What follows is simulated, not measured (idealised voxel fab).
Process module under the name voxel trench capacitor
The width of the displayed cross-section, cut, is 225 nm; its cells are square, with a size of 5 nm.
In what follows, cross-sections appear as grids of square cells, described through bands that run from the top down, where every band is one or more rows of cells. Look at the band entry: it leads with the top's height and the bottom's height in nm. Then it lists the materials left to right, with a width in nm for each. The word "edge to edge" on a single material says that material fills the band edge to edge. The word "air" is empty space. Zero point of the height axis is 0; under it, received wafer = one material. Lowest band: continues down indefinitely, "0 -> down". Read "30->40" as a graded width: first number on top, second number at the bottom, same change between each pair of neighbouring rows. For the purposes of this document, the phrase "all unchanged" attached to a step denotes that no cell within the cross-section was modified by that step. The label "Closed cavity list" introduces a list of the empty spaces, 8 cells or larger, that have no open way up to the top; each entry in it reads width x height at distance, where the distance is taken from the left edge and all three are stated in nm. Step line, after settings: the simulator's comment on this step. When a step includes a mask, the "overlay nm" setting on its line states how far to the right of its planned place that mask lay, and negative values state how far to the left.

These are the steps we planned for the process:
1,op RECEIVE | material Si
2,op CONFORMAL_DEP | material SiN | thk nm 10
3,op PATTERN | tone open | mask id TRENCH | material resist | width nm 25 | pitch nm 50 | thk nm 20 | overlay nm 0
4,op DIRECTIONAL_ETCH | etch materials SiN | depth nm 10
5,op DIRECTIONAL_ETCH | etch materials Si | depth nm 30
6,op STRIP | etch materials resist
7,op CONFORMAL_DEP | material Al2O3 | thk nm 5
8,op FILL_DEP | material polySi | thk nm 10
9,op CMP | height nm 10

Wafer cross-section on receipt, i.e. after step 1:
  0 -> down = Si edge to edge
  Closed cavity list: none

Cross-section at module end, one run error; start and plan unchanged from above:
  25 -> 15 = polySi edge to edge
  15 -> 10 = Al2O3 55, then polySi 15, then Al2O3 35, then polySi 15, then Al2O3 35, then polySi 15, then Al2O3 55
  10 -> 0 = SiN 50, then Al2O3 5, then polySi 15, then Al2O3 5, then SiN 25, then Al2O3 5, then polySi 15, then Al2O3 5, then SiN 25, then Al2O3 5, then polySi 15, then Al2O3 5, then SiN 50
  0 -> -25 = Si 50, then Al2O3 5, then polySi 15, then Al2O3 5, then Si 25, then Al2O3 5, then polySi 15, then Al2O3 5, then Si 25, then Al2O3 5, then polySi 15, then Al2O3 5, then Si 50
  -25 -> -30 = Si 50, then Al2O3 25, then Si 25, then Al2O3 25, then Si 25, then Al2O3 25, then Si 50
  -30 -> down = Si edge to edge
  Closed cavity list: none
What was the processing mistake? it should be noted that step 9 of the plan was omitted and was not performed
